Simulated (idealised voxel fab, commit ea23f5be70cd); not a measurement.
Process module in this document: voxel self aligned vias
For reference, the cross-section in this document is cut, with width 155 nm and square cells of 5 nm.
If you're reading a cross-section in this doc, picture square cells in a grid; it comes to you as bands, top ones listed first down to the bottom, and a band can be one or more rows of cells.
First you get the band's top height and its bottom height, in nm, and then the materials it's made of, left to right, with each width in nm. If you see a single material with "all across", that one covers the band edge to edge. "empty" is empty space.
Heights are expressed relative to 0, this being the level below which the as-received wafer comprises one material exclusively. The lowest band is unbounded in the downward direction and is denoted as in "0 and below".
When a width is written as two numbers, as in "30..40", the first number is the width in the top row of cells of the band and the second is the width in its bottom row, and the width changes by the same amount from each row to the next.
"left unchanged" means the step left every cell of the cross-section as it was.
Look at "Non-vented voids" for the closed voids: empty spaces with no open path to the top, sized 8 cells or up. Each is width x height at distance, distance from the left edge, all nm.
Where a step's line continues beyond its settings, the continuation is a remark by the simulator itself on that step.
overlay nm: step with mask; distance mask lay right of planned place; negative value = left of planned place.

The following list gives the planned process steps:
1 RECEIVE,material Si
2 CONFORMAL_DEP,material SiO2,thk nm 10
3 CONFORMAL_DEP,material SiCN,thk nm 5
4 DIRECTIONAL_DEP,material lowk,thk nm 25
5 MASKED_ETCH,tone open,mask id LINES,width nm 20,pitch nm 45,etch materials lowk,depth nm 25,overlay nm 0
6 CONFORMAL_DEP,material TiN,thk nm 5
7 FILL_DEP,material W,thk nm 5
8 CMP,height nm 40
9 SELECTIVE_ETCH,etch materials W Ru TiN,depth nm 5
10 FILL_DEP,material SiN,thk nm 10
11 CMP,height nm 40
12 DIRECTIONAL_DEP,material lowk,thk nm 20
13 PATTERN,tone open,mask id VIAS,material resist,width nm 30,pitch nm 45,thk nm 15,overlay nm 0
14 DIRECTIONAL_ETCH,etch materials lowk,depth nm 20
15 DIRECTIONAL_ETCH,etch materials SiN,depth nm 5
16 STRIP,etch materials resist
17 CONFORMAL_DEP,material TiN,thk nm 5
18 FILL_DEP,material W,thk nm 10
19 CMP,height nm 60
20 CONFORMAL_DEP,material SiN,thk nm 5

Below: the first of two wafers, run as planned:

Here's what the wafer looked like in cross-section when it arrived - that's after step 1:
    0 and below  Si all across
    Non-vented voids: none

You're looking at a cross-section of the wafer after step 2:
    10 down to 0  SiO2 all across
    Everything under 0 stays put, no change at all.

You're looking at a cross-section of the wafer after step 3:
    15 down to 10  SiCN all across
    Everything under 10 stays put, no change at all.

You're looking at a cross-section of the wafer after step 4:
    40 down to 15  lowk all across
    Everything under 15 stays put, no change at all.

You're looking at a cross-section of the wafer after step 5:
    40 down to 15  20 of lowk  20 of empty  25 of lowk  20 of empty  25 of lowk  20 of empty  25 of lowk
    Everything under 15 stays put, no change at all.

You're looking at a cross-section of the wafer after step 6:
    45 down to 40  25 of TiN  10 of empty  35 of TiN  10 of empty  35 of TiN  10 of empty  30 of TiN
    40 down to 20  20 of lowk  5 of TiN  10 of empty  5 of TiN  25 of lowk  5 of TiN  10 of empty  5 of TiN  25 of lowk  5 of TiN  10 of empty  5 of TiN  25 of lowk
    20 down to 15  20 of lowk  20 of TiN  25 of lowk  20 of TiN  25 of lowk  20 of TiN  25 of lowk
    Everything under 15 stays put, no change at all.

You're looking at a cross-section of the wafer after step 7:
    50 down to 45  W all across
    45 down to 40  25 of TiN  10 of W  35 of TiN  10 of W  35 of TiN  10 of W  30 of TiN
    40 down to 20  20 of lowk  5 of TiN  10 of W  5 of TiN  25 of lowk  5 of TiN  10 of W  5 of TiN  25 of lowk  5 of TiN  10 of W  5 of TiN  25 of lowk
    Everything under 20 stays put, no change at all.

You're looking at a cross-section of the wafer after step 8:
    40 down to 20  20 of lowk  5 of TiN  10 of W  5 of TiN  25 of lowk  5 of TiN  10 of W  5 of TiN  25 of lowk  5 of TiN  10 of W  5 of TiN  25 of lowk
    Everything under 20 stays put, no change at all.

You're looking at a cross-section of the wafer after step 9:
    40 down to 35  20 of lowk  20 of empty  25 of lowk  20 of empty  25 of lowk  20 of empty  25 of lowk
    Everything under 35 stays put, no change at all.

You're looking at a cross-section of the wafer after step 10:
    50 down to 40  SiN all across
    40 down to 35  20 of lowk  20 of SiN  25 of lowk  20 of SiN  25 of lowk  20 of SiN  25 of lowk
    Everything under 35 stays put, no change at all.

You're looking at a cross-section of the wafer after step 11:
    40 down to 35  20 of lowk  20 of SiN  25 of lowk  20 of SiN  25 of lowk  20 of SiN  25 of lowk
    Everything under 35 stays put, no change at all.

You're looking at a cross-section of the wafer after step 12:
    60 down to 40  lowk all across
    Everything under 40 stays put, no change at all.

You're looking at a cross-section of the wafer after step 13:
    75 down to 60  15 of resist  30 of empty  15 of resist  30 of empty  15 of resist  30 of empty  20 of resist
    Everything under 60 stays put, no change at all.

You're looking at a cross-section of the wafer after step 14:
    75 down to 60  15 of resist  30 of empty  15 of resist  30 of empty  15 of resist  30 of empty  20 of resist
    60 down to 40  15 of lowk  30 of empty  15 of lowk  30 of empty  15 of lowk  30 of empty  20 of lowk
    Everything under 40 stays put, no change at all.

You're looking at a cross-section of the wafer after step 15:
    75 down to 60  15 of resist  30 of empty  15 of resist  30 of empty  15 of resist  30 of empty  20 of resist
    60 down to 40  15 of lowk  30 of empty  15 of lowk  30 of empty  15 of lowk  30 of empty  20 of lowk
    40 down to 35  20 of lowk  20 of empty  25 of lowk  20 of empty  25 of lowk  20 of empty  25 of lowk
    Everything under 35 stays put, no change at all.

You're looking at a cross-section of the wafer after step 16:
    60 down to 40  15 of lowk  30 of empty  15 of lowk  30 of empty  15 of lowk  30 of empty  20 of lowk
    Everything under 40 stays put, no change at all.

You're looking at a cross-section of the wafer after step 17:
    65 down to 60  20 of TiN  20 of empty  25 of TiN  20 of empty  25 of TiN  20 of empty  25 of TiN
    60 down to 45  15 of lowk  5 of TiN  20 of empty  5 of TiN  15 of lowk  5 of TiN  20 of empty  5 of TiN  15 of lowk  5 of TiN  20 of empty  5 of TiN  20 of lowk
    45 down to 40  15 of lowk  10 of TiN  10 of empty  10 of TiN  15 of lowk  10 of TiN  10 of empty  10 of TiN  15 of lowk  10 of TiN  10 of empty  10 of TiN  20 of lowk
    40 down to 35  20 of lowk  20 of TiN  25 of lowk  20 of TiN  25 of lowk  20 of TiN  25 of lowk
    Everything under 35 stays put, no change at all.

You're looking at a cross-section of the wafer after step 18:
    75 down to 65  W all across
    65 down to 60  20 of TiN  20 of W  25 of TiN  20 of W  25 of TiN  20 of W  25 of TiN
    60 down to 45  15 of lowk  5 of TiN  20 of W  5 of TiN  15 of lowk  5 of TiN  20 of W  5 of TiN  15 of lowk  5 of TiN  20 of W  5 of TiN  20 of lowk
    45 down to 40  15 of lowk  10 of TiN  10 of W  10 of TiN  15 of lowk  10 of TiN  10 of W  10 of TiN  15 of lowk  10 of TiN  10 of W  10 of TiN  20 of lowk
    Everything under 40 stays put, no change at all.

You're looking at a cross-section of the wafer after step 19:
    60 down to 45  15 of lowk  5 of TiN  20 of W  5 of TiN  15 of lowk  5 of TiN  20 of W  5 of TiN  15 of lowk  5 of TiN  20 of W  5 of TiN  20 of lowk
    Everything under 45 stays put, no change at all.

You're looking at a cross-section of the wafer after step 20:
    65 down to 60  SiN all across
    Everything under 60 stays put, no change at all.

Wafer two of the pair: same origin, same plan, one error during the run; identical to wafer one up to and including step 12:

Here is the second wafer in cross-section at the point where step 13 of the plan should have been done:
    75 down to 60  15 of empty  30 of resist  15 of empty  30 of resist  15 of empty  30 of resist  20 of empty
    Everything under 60 stays put, no change at all.

Here is the second wafer in cross-section at the point where step 14 of the plan should have been done:
    75 down to 60  15 of empty  30 of resist  15 of empty  30 of resist  15 of empty  30 of resist  20 of empty
    60 down to 40  15 of empty  30 of lowk  15 of empty  30 of lowk  15 of empty  30 of lowk  20 of empty
    Everything under 40 stays put, no change at all.

Here is the second wafer in cross-section at the point where step 15 of the plan should have been done: left unchanged

Here is the second wafer in cross-section at the point where step 16 of the plan should have been done:
    60 down to 40  15 of empty  30 of lowk  15 of empty  30 of lowk  15 of empty  30 of lowk  20 of empty
    Everything under 40 stays put, no change at all.

Here is the second wafer in cross-section at the point where step 17 of the plan should have been done:
    65 down to 60  10 of empty  40 of TiN  5 of empty  40 of TiN  5 of empty  40 of TiN  15 of empty
    60 down to 45  10 of empty  5 of TiN  30 of lowk  5 of TiN  5 of empty  5 of TiN  30 of lowk  5 of TiN  5 of empty  5 of TiN  30 of lowk  5 of TiN  15 of empty
    45 down to 40  15 of TiN  30 of lowk  15 of TiN  30 of lowk  15 of TiN  30 of lowk  20 of TiN
    Everything under 40 stays put, no change at all.

Here is the second wafer in cross-section at the point where step 18 of the plan should have been done:
    75 down to 65  W all across
    65 down to 60  10 of W  40 of TiN  5 of W  40 of TiN  5 of W  40 of TiN  15 of W
    60 down to 45  10 of W  5 of TiN  30 of lowk  5 of TiN  5 of W  5 of TiN  30 of lowk  5 of TiN  5 of W  5 of TiN  30 of lowk  5 of TiN  15 of W
    Everything under 45 stays put, no change at all.

Here is the second wafer in cross-section at the point where step 19 of the plan should have been done:
    60 down to 45  10 of W  5 of TiN  30 of lowk  5 of TiN  5 of W  5 of TiN  30 of lowk  5 of TiN  5 of W  5 of TiN  30 of lowk  5 of TiN  15 of W
    Everything under 45 stays put, no change at all.

Here is the second wafer in cross-section at the point where step 20 of the plan should have been done:
    65 down to 60  SiN all across
    Everything under 60 stays put, no change at all.
What was the processing mistake? the process deviated at step 13: the operation and settings actually run there were PATTERN,tone cover,mask id VIAS,material resist,width nm 30,pitch nm 45,thk nm 15,overlay nm 0
Heads up, by the end the second wafer has more or fewer cells of some materials compared to the first: SiN: 12 more; TiN: 11 fewer; W: 21 fewer; lowk: 20 more
